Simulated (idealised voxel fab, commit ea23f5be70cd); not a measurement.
Process module heading - voxel self aligned contacts
For reference, the cross-section in this document is cut, with width 225 nm and square cells of 5 nm.
Throughout this document, each cross-section is represented as a grid of square cells and is presented as a sequence of bands enumerated from the top downward, where a band comprises one or more rows of cells. Look at the band entry: it leads with the top's height and the bottom's height in nm. Then it lists the materials left to right, with a width in nm for each. The word "everywhere" on a single material says that material fills the band edge to edge. The word "air" is empty space. Beneath 0, the wafer as received is one material, and that level is where height counting begins. The lowest band goes on downward without a bottom; it is written like "top 0, no bottom". Think of "30 to 40" as a width that walks from the first number to the second as you go down the band, top row to bottom row, taking equal-sized steps from row to row. When a step is marked "nothing got changed", none of the cells in the cross-section changed during that step. "Closed void inventory": empty spaces of 8 cells or more with no open way to the top, each given as width x height at distance, distance from the left edge, all in nm. after a step's settings: what the simulator itself notes on the step. "overlay nm", when on a step's line for a step with a mask, measures how far to the right of its planned place the mask lay; a negative measure means to the left.

Planned step list for the process
| 1 | RECEIVE [material Si] |
| 2 | OXIDIZE [depth nm 5] |
| 3 | DIRECTIONAL_DEP [material polySi] [thk nm 25] |
| 4 | DIRECTIONAL_DEP [material SiN] [thk nm 25] |
| 5 | DIRECTIONAL_DEP [material aC] [thk nm 10] |
| 6 | PATTERN [tone cover] [mask id GATE] [material resist] [width nm 35] [pitch nm 80] [thk nm 25] [overlay nm 0] |
| 7 | DIRECTIONAL_ETCH [etch materials aC] [depth nm 10] |
| 8 | STRIP [etch materials resist] |
| 9 | DIRECTIONAL_ETCH [etch materials SiN] [depth nm 25] |
| 10 | DIRECTIONAL_ETCH [etch materials polySi] [depth nm 25] |
| 11 | STRIP [etch materials aC] |
| 12 | CONFORMAL_DEP [material SiN] [thk nm 10] |
| 13 | DIRECTIONAL_ETCH [etch materials SiN] [depth nm 10] |
| 14 | FILL_DEP [material SiO2] [thk nm 15] |
| 15 | CMP [height nm 60] |
| 16 | MASKED_ETCH [tone open] [mask id CONTACT] [width nm 65] [pitch nm 80] [etch materials SiO2] [depth nm 65] [overlay nm 0] |
| 17 | CONFORMAL_DEP [material TiN] [thk nm 5] |
| 18 | FILL_DEP [material W] [thk nm 10] |
| 19 | CMP [height nm 60] |
| 20 | CONFORMAL_DEP [material SiCN] [thk nm 5] |

As-received state of the wafer in cross-section, equivalent to post-step 1
	top 0, no bottom = Si everywhere
	Closed void inventory: none

End-of-module cross-section of the first of two wafers, processed as planned
	top 65, bottom 60 = SiCN everywhere
	top 60, bottom 50 = SiO2 40 nm  TiN 5 to 25 nm  W 55 to 15 nm  TiN 5 to 25 nm  SiO2 15 nm  TiN 5 to 25 nm  W 55 to 15 nm  TiN 5 to 25 nm  SiO2 40 nm
	top 50, bottom 25 = SiO2 5 nm  SiN 55 nm  TiN 5 nm  W 15 nm  TiN 5 nm  SiN 55 nm  TiN 5 nm  W 15 nm  TiN 5 nm  SiN 55 nm  SiO2 5 nm
	top 25, bottom 0 = SiO2 5 nm  SiN 10 nm  polySi 35 nm  SiN 10 nm  TiN 5 nm  W 15 nm  TiN 5 nm  SiN 10 nm  polySi 35 nm  SiN 10 nm  TiN 5 nm  W 15 nm  TiN 5 nm  SiN 10 nm  polySi 35 nm  SiN 10 nm  SiO2 5 nm
	top 0, bottom -5 = SiO2 60 nm  TiN 25 nm  SiO2 55 nm  TiN 25 nm  SiO2 60 nm
	top -5, no bottom = Si everywhere
	Closed void inventory: none

Cross-sectional view: second of two wafers, end of module; start and plan identical to the first, one mistake in running
	top 65, bottom 60 = SiCN everywhere
	top 60, bottom 50 = SiO2 5 nm  polySi 55 nm  TiN 5 nm  W 15 nm  TiN 5 nm  polySi 55 nm  TiN 5 nm  W 15 nm  TiN 5 nm  polySi 55 nm  SiO2 5 nm
	top 50, bottom 25 = SiO2 5 nm  polySi 10 nm  SiN 35 nm  polySi 10 nm  TiN 5 nm  W 15 nm  TiN 5 nm  polySi 10 nm  SiN 35 nm  polySi 10 nm  TiN 5 nm  W 15 nm  TiN 5 nm  polySi 10 nm  SiN 35 nm  polySi 10 nm  SiO2 5 nm
	top 25, bottom 15 = SiO2 5 nm  polySi 55 nm  TiN 5 nm  W 15 nm  TiN 5 nm  polySi 55 nm  TiN 5 nm  W 15 nm  TiN 5 nm  polySi 55 nm  SiO2 5 nm
	top 15, bottom 10 = SiO2 5 nm  polySi 55 nm  TiN 25 nm  polySi 55 nm  TiN 25 nm  polySi 55 nm  SiO2 5 nm
	top 10, bottom 0 = polySi everywhere
	top 0, bottom -5 = SiO2 everywhere
	top -5, no bottom = Si everywhere
	Closed void inventory: none
Error vs. plan: note that step 12 departed from the planned setting and was carried out as CONFORMAL_DEP [material polySi] [thk nm 10]
Per the end-of-run cell counts, the second wafer holds more or fewer of some materials than the first: SiN: 120 fewer; SiO2: 28 fewer; TiN: 28 fewer; W: 34 fewer; polySi: 210 more
